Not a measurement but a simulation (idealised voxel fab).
The name of this process module is voxel self aligned vias.
Displayed cross-section: cut, width of 280 nm, square cells sized 5 nm.
Each cross-section below is a grid of square cells, stated as bands in top-down order, with one or more rows of cells making up each band. Per band: top height and bottom height in nm, followed by the left-to-right materials and their widths in nm; "throughout" marks a single material spanning edge to edge, "empty" marks empty space. A quick word on heights: they are counted from 0, and under that level the wafer as it came to us is one material throughout. The lowest band is different from the rest in having no bottom; it simply continues downward, written as in "top 0, no bottom". Width: "30->40" (first number = top row, second number = bottom row, same change from row to row of cells). "no modification", as given for a step, is the statement that not any cell of the cross-section underwent a change during that step. If an empty space has no open way to the top and is at least 8 cells in size, "Enclosed voids" lists it, written width x height at distance, where distance is measured from the left edge and every value is in nm. after a step's settings: what the simulator itself notes on the step. The optional step-line setting "overlay nm" applies to steps with a mask and quantifies how far to the right of its planned location the mask lay, a negative value indicating leftward placement.

PROCESS STEPS (PLANNED)
step 1: RECEIVE | material Si
step 2: CONFORMAL_DEP | material SiO2 | thk nm 15
step 3: CONFORMAL_DEP | material SiCN | thk nm 5
step 4: DIRECTIONAL_DEP | material SiO2 | thk nm 30
step 5: DIRECTIONAL_DEP | material aC | thk nm 10
step 6: PATTERN | tone open | mask id LINES | material resist | width nm 20 | pitch nm 45 | thk nm 25 | overlay nm 0
step 7: DIRECTIONAL_ETCH | etch materials aC | depth nm 10
step 8: STRIP | etch materials resist
step 9: DIRECTIONAL_ETCH | etch materials SiO2 | depth nm 30
step 10: STRIP | etch materials aC
step 11: CONFORMAL_DEP | material TiN | thk nm 5
step 12: FILL_DEP | material Ru | thk nm 5
step 13: CMP | height nm 50
step 14: SELECTIVE_ETCH | etch materials W Ru TiN | depth nm 10
step 15: FILL_DEP | material SiN | thk nm 5
step 16: CMP | height nm 50
step 17: DIRECTIONAL_DEP | material SiO2 | thk nm 15
step 18: DIRECTIONAL_DEP | material aC | thk nm 10
step 19: PATTERN | tone open | mask id VIAS | material resist | width nm 30 | thk nm 25 | overlay nm 0
step 20: DIRECTIONAL_ETCH | etch materials aC | depth nm 10
step 21: STRIP | etch materials resist
step 22: DIRECTIONAL_ETCH | etch materials SiO2 | depth nm 15
step 23: DIRECTIONAL_ETCH | etch materials SiN | depth nm 10
step 24: STRIP | etch materials aC
step 25: CONFORMAL_DEP | material TiN | thk nm 5
step 26: FILL_DEP | material Ru | thk nm 10
step 27: CMP | height nm 65
step 28: CONFORMAL_DEP | material SiCN | thk nm 5

INCOMING WAFER, CROSS-SECTIONAL VIEW, POST STEP 1
	top 0, no bottom: Si throughout
	Enclosed voids: none

ONE MISTAKE IN RUNNING THE MODULE, OTHERWISE START AND PLAN AS ABOVE: CROSS-SECTION AT THE END
	top 70, bottom 65: SiCN throughout
	top 65, bottom 50: 100 SiO2 | 5 TiN | 20 Ru | 5 TiN | 150 SiO2
	top 50, bottom 45: 100 SiN | 10 TiN | 10 Ru | 10 TiN | 150 SiN
	top 45, bottom 40: 105 SiO2 | 20 TiN | 25 SiO2 | 20 SiN | 110 SiO2
	top 40, bottom 20: 105 SiO2 | 5 TiN | 10 Ru | 5 TiN | 25 SiO2 | 5 TiN | 10 Ru | 5 TiN | 110 SiO2
	top 20, bottom 15: 105 SiO2 | 20 TiN | 25 SiO2 | 20 TiN | 110 SiO2
	top 15, bottom 0: SiO2 throughout
	top 0, no bottom: Si throughout
	Enclosed voids: none
Misprocessing identified: yeah, step 3 of the plan got skipped, never ran
